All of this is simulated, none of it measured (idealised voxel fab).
process module | voxel self aligned vias
cross-section cut | 280 nm wide | cells 5 nm
A cross-section is a grid of square cells, given in bands from the top down. A band is one or more rows of cells.
Each band's line starts with the height of the band's top and of its bottom, in nm. Then come its materials from left to right, each with its width in nm. One material with "throughout" fills the band from edge to edge. "air" is empty space.
Height 0 is the level under which the wafer as received is all one material. The lowest band goes on downwards, as in "0 down".
A width such as "30 to 40" changes by the same amount from each row of cells to the next, from the band's top row to its bottom row.
"no change" after a step means that no cell of the cross-section changed.
closed voids: empty space of 8 cells or more with no open way to the top, each as width x height at its distance from the left edge, in nm
after a step's settings: what the simulator itself notes on the step
overlay nm, on a step with a mask: how far to the right of its planned place the mask lay; to the left if negative
plan
1 op RECEIVE | material Si
2 op CONFORMAL_DEP | material SiO2 | thk nm 10
3 op CONFORMAL_DEP | material SiCN | thk nm 5
4 op DIRECTIONAL_DEP | material SiO2 | thk nm 30
5 op MASKED_ETCH | tone open | mask id LINES | width nm 25 | pitch nm 75 | etch materials SiO2 | depth nm 30 | overlay nm 0
6 op CONFORMAL_DEP | material TiN | thk nm 5
7 op FILL_DEP | material W | thk nm 10
8 op CMP | height nm 45
9 op SELECTIVE_ETCH | etch materials W Ru TiN | depth nm 5
10 op FILL_DEP | material SiN | thk nm 10
11 op CMP | height nm 45
12 op DIRECTIONAL_DEP | material SiO2 | thk nm 15
13 op PATTERN | tone open | mask id VIAS | material resist | width nm 45 | thk nm 20 | overlay nm 0
14 op DIRECTIONAL_ETCH | etch materials SiO2 | depth nm 15
15 op DIRECTIONAL_ETCH | etch materials SiN | depth nm 5
16 op STRIP | etch materials resist
17 op CONFORMAL_DEP | material TiN | thk nm 5
18 op FILL_DEP | material Cu | thk nm 10
19 op CMP | height nm 60
20 op CONFORMAL_DEP | material SiCN | thk nm 5
as received, after step 1
  0 down: Si throughout
  closed voids: none
first wafer at the end, as planned
  65 to 60: SiCN throughout
  60 to 50: SiO2 80 | TiN 5 | Cu 35 | TiN 5 | SiO2 155
  50 to 45: SiO2 80 | TiN 15 | Cu 15 | TiN 15 | SiO2 155
  45 to 40: SiO2 90 | TiN 25 | SiO2 50 | SiN 25 | SiO2 90
  40 to 20: SiO2 90 | TiN 5 | W 15 | TiN 5 | SiO2 50 | TiN 5 | W 15 | TiN 5 | SiO2 90
  20 to 15: SiO2 90 | TiN 25 | SiO2 50 | TiN 25 | SiO2 90
  15 to 10: SiCN throughout
  10 to 0: SiO2 throughout
  0 down: Si throughout
  closed voids: none
second wafer at the end: like start, like plan, one mistake
  65 to 60: SiCN throughout
  60 to 50: SiO2 85 | TiN 5 | Cu 25 | TiN 5 | SiO2 160
  50 to 45: SiO2 85 | TiN 10 | Cu 15 | TiN 10 | SiO2 160
  45 to 40: SiO2 90 | TiN 25 | SiO2 50 | SiN 25 | SiO2 90
  40 to 20: SiO2 90 | TiN 5 | W 15 | TiN 5 | SiO2 50 | TiN 5 | W 15 | TiN 5 | SiO2 90
  20 to 15: SiO2 90 | TiN 25 | SiO2 50 | TiN 25 | SiO2 90
  15 to 10: SiCN throughout
  10 to 0: SiO2 throughout
  0 down: Si throughout
  closed voids: none
what went wrong: step 13 ran as: op PATTERN | tone open | mask id VIAS | material resist | width nm 35 | thk nm 20 | overlay nm 0
at the end the second wafer has, in cells: 4 fewer of Cu | 6 more of SiO2 | 2 fewer of TiN
